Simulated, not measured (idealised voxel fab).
process module | voxel released beams
Cross-sectional view cut (width: 195 nm; square cell size: 5 nm).
When this document writes out a cross-section, it uses a grid of square cells and lists it as bands, beginning at the top and moving down, with a band standing for one or more rows of cells.
It is stipulated that each band's entry specify, in nanometres, the height of the top of the band and then that of its bottom, followed by the materials of the band in left-to-right sequence, each together with its width in nanometres. A single material marked by the word "throughout" is understood to fill the band from edge to edge; the word "empty" is understood to denote empty space.
Heads up on the height convention: 0 is the point under which the incoming wafer is all one material, and the lowest band has no bottom, it just keeps going down, like "0..down".
When a width is written as two numbers, as in "30->40", the first number is the width in the top row of cells of the band and the second is the width in its bottom row, and the width changes by the same amount from each row to the next.
For the purposes of this document, the phrase "left unchanged" attached to a step denotes that no cell within the cross-section was modified by that step.
"Sealed void inventory" lists enclosed empty spaces (at least 8 cells, no open path upward to the top), each as width x height at distance from the left edge, in nm.
On a step's line, text after the settings is the simulator commenting on that step.
Each step line may optionally specify "overlay nm", which for a step with a mask gives the rightward distance between the mask's planned place and where it lay, a negative value indicating the leftward direction.

**Set out below are the planned steps of the process**
| 1 | RECEIVE | material Si |
| 2 | CONFORMAL_DEP | material SiN | thk nm 10 |
| 3 | DIRECTIONAL_DEP | material SiO2 | thk nm 10 |
| 4 | DIRECTIONAL_DEP | material aC | thk nm 10 |
| 5 | PATTERN | tone open | mask id ANCHOR | material resist | width nm 45 | thk nm 25 | overlay nm 0 |
| 6 | DIRECTIONAL_ETCH | etch materials aC | depth nm 10 |
| 7 | STRIP | etch materials resist |
| 8 | DIRECTIONAL_ETCH | etch materials SiO2 | depth nm 10 |
| 9 | STRIP | etch materials aC |
| 10 | CONFORMAL_DEP | material polySi | thk nm 15 |
| 11 | DIRECTIONAL_DEP | material aC | thk nm 15 |
| 12 | PATTERN | tone cover | mask id BEAM | material resist | width nm 100 | thk nm 30 | overlay nm 0 |
| 13 | DIRECTIONAL_ETCH | etch materials aC | depth nm 15 |
| 14 | STRIP | etch materials resist |
| 15 | DIRECTIONAL_ETCH | etch materials polySi | depth nm 15 |
| 16 | STRIP | etch materials aC |
| 17 | STRIP | etch materials SiO2 |

**Incoming wafer in cross-section (state: after step 1)**
- 0..down = Si throughout
- Sealed void inventory: none

**Cross-sectional image of the first of two wafers at the end of the module, the run having proceeded as planned**
- 35..25 = empty 45 / polySi 20 / empty 15 / polySi 65 / empty 50
- 25..20 = empty 45 / polySi 100 / empty 50
- 20..10 = empty 50 / polySi 45 / empty 100
- 10..0 = SiN throughout
- 0..down = Si throughout
- Sealed void inventory: none

**Cross-section of the latter of the two wafers at module completion. It had an identical start and an identical plan to the former; in running it, one mistake was made**
- 35..25 = empty 45 / polySi 15 / empty 25 / polySi 60 / empty 50
- 25..20 = empty 45 / polySi 100 / empty 50
- 20..10 = empty 45 / polySi 55 / empty 95
- 10..0 = SiN throughout
- 0..down = Si throughout
- Sealed void inventory: none
Diagnosis: step 5 was not run as planned; what actually ran was PATTERN | tone open | mask id ANCHOR | material resist | width nm 55 | thk nm 25 | overlay nm 0
So at the finish, the second wafer's got exactly as many cells of each material as the first, just not in the same spots.
